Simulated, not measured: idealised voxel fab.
Process module heading - voxel trench capacitor
Section shown: cut. Width: 275 nm. Cell size: 5 nm, square.
Cross-section, as written here: a square-cell grid given band by band from the top down, where a band holds one or more rows of cells. Read a band's entry like this: the first values are the height of its top and the height of its bottom in nm, and what follows is the sequence of materials from left to right, each with its width in nm. Note that "air" is empty space, and that a single material marked "all across" reaches across the band from edge to edge. Basically, 0 is our baseline, since under it the wafer straight out of the box is all one material. The bottom band has no lower end and keeps on going down, so it looks like "from 0 down". Per-row width for "30 to 40": begins at first number (top row of band), ends at second number (bottom row), increment between rows held constant. Given "nothing different" for a step, no cell of the cross-section differs between before and after that step. For the entry "Voids, enclosed", the listed items are empty spaces with no open way to the top whose size is 8 cells or more; each item follows the pattern width x height at distance, where distance is from the left edge and all three are in nm. Read whatever lies past the settings on a step's line as the simulator's own remark about the step. Among the settings permitted on a step's line is "overlay nm"; applied to a step with a mask, it specifies the extent to which the mask lay to the right of its planned position, whereas a negative figure signifies a position to the left.
The planned process steps are enumerated hereunder
1. RECEIVE, material Si
2. CONFORMAL_DEP, material SiN, thk nm 5
3. MASKED_ETCH, tone open, mask id TRENCH, width nm 20, pitch nm 35, etch materials SiN, depth nm 5, overlay nm 0
4. MASKED_ETCH, tone open, mask id TRENCH, width nm 20, pitch nm 35, etch materials Si, depth nm 40, overlay nm 0
5. CONFORMAL_DEP, material Al2O3, thk nm 5
6. FILL_DEP, material polySi, thk nm 5
7. CMP, height nm 5
Incoming wafer in cross-section (state: after step 1)
- from 0 down  Si all across
- Voids, enclosed: none
Starting wafer: above. Plan: above. Run: one mistake. Cross-section after the module: below
- from 5 to 0  SiN (75)  Al2O3 (20)  SiN (15)  Al2O3 (20)  SiN (15)  Al2O3 (20)  SiN (15)  Al2O3 (20)  SiN (75)
- from 0 to -40  Si (75)  Al2O3 (10)  Si (25)  Al2O3 (10)  Si (25)  Al2O3 (10)  Si (25)  Al2O3 (10)  Si (85)
- from -40 down  Si all across
- Voids, enclosed: none
Short version of what went wrong: step 4 did not happen as planned, as run it was MASKED_ETCH, tone open, mask id TRENCH, width nm 20, pitch nm 35, etch materials Si, depth nm 40, overlay nm -10
